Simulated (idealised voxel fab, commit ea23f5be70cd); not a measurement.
Herein follows the process module entitled voxel self aligned vias.
Xsec cut, 185 nm wide, square cell size 5 nm.
A cross-section is a grid of square cells, given in bands from the top down. A band is one or more rows of cells.
Basically the band line says how high the top is and how high the bottom is, in nm, and then what's in it from left to right, every material with its width in nm. Empty space shows up as "blank", and if a single material carries "throughout" it runs the full band edge to edge.
Note: height 0 marks the level under which the wafer is uniformly one material as received. Lowest band unbounded below, written "0..down".
Graded width ("30 to 40"): value in top row of band = first number; value in bottom row = second number; row-to-row change constant.
Key: "nothing altered" - step with no changed cell in the cross-section.
What "Fully closed voids" gives you is every empty space of 8 cells or more that is cut off from the top. Each appears as width x height at distance, with the distance taken from the left edge and width, height and distance all in nm.
If you see something after the settings on a step's line, that's the simulator's own remark about that step.
The "overlay nm" setting may appear on a step's line; for a step that uses a mask, it gives how far to the right of its planned position the mask lay, and a negative value indicates the left.
Process steps (planned)
1: RECEIVE, material Si
2: CONFORMAL_DEP, material SiO2, thk nm 10
3: CONFORMAL_DEP, material SiCN, thk nm 5
4: DIRECTIONAL_DEP, material SiO2, thk nm 25
5: MASKED_ETCH, tone open, mask id LINES, width nm 25, pitch nm 70, etch materials SiO2, depth nm 25, overlay nm 0
6: CONFORMAL_DEP, material TiN, thk nm 5
7: FILL_DEP, material Ru, thk nm 10
8: CMP, height nm 40
9: SELECTIVE_ETCH, etch materials W Ru TiN, depth nm 5
10: FILL_DEP, material SiN, thk nm 10
11: CMP, height nm 40
12: DIRECTIONAL_DEP, material SiO2, thk nm 20
13: DIRECTIONAL_DEP, material aC, thk nm 10
14: PATTERN, tone open, mask id VIAS, material resist, width nm 45, thk nm 30, overlay nm 0
15: DIRECTIONAL_ETCH, etch materials aC, depth nm 10
16: STRIP, etch materials resist
17: DIRECTIONAL_ETCH, etch materials SiO2, depth nm 10
18: DIRECTIONAL_ETCH, etch materials SiN, depth nm 5
19: STRIP, etch materials aC
20: CONFORMAL_DEP, material TiN, thk nm 5
21: FILL_DEP, material Ru, thk nm 10
22: CMP, height nm 60
23: CONFORMAL_DEP, material SiCN, thk nm 5
Every wafer here starts from the same state; it is the step 17 depth nm that distinguishes them, and the value the plan gives belongs to the first wafer.
This is how the first of several wafers looked in cross-section when it arrived, which is after step 1
0..down: Si throughout
Fully closed voids: none
Below, a row for every wafer. Read it as the end-of-module picture: for each material the wafer shows its cells gained (+) or lost (-) since it was received, and then its closed voids
depth nm 10 | +25 Ru | +74 SiCN | +10 SiN | +339 SiO2 | +33 TiN | Fully closed voids: none
depth nm 15 | +32 Ru | +74 SiCN | +10 SiN | +330 SiO2 | +35 TiN | Fully closed voids: none
depth nm 20 | +42 Ru | +74 SiCN | +5 SiN | +321 SiO2 | +39 TiN | Fully closed voids: none
depth nm 25 | +46 Ru | +74 SiCN | +5 SiN | +317 SiO2 | +39 TiN | Fully closed voids: none
depth nm 30 | +46 Ru | +74 SiCN | +5 SiN | +313 SiO2 | +43 TiN | Fully closed voids: none
depth nm 35 | +46 Ru | +74 SiCN | +5 SiN | +309 SiO2 | +47 TiN | Fully closed voids: none
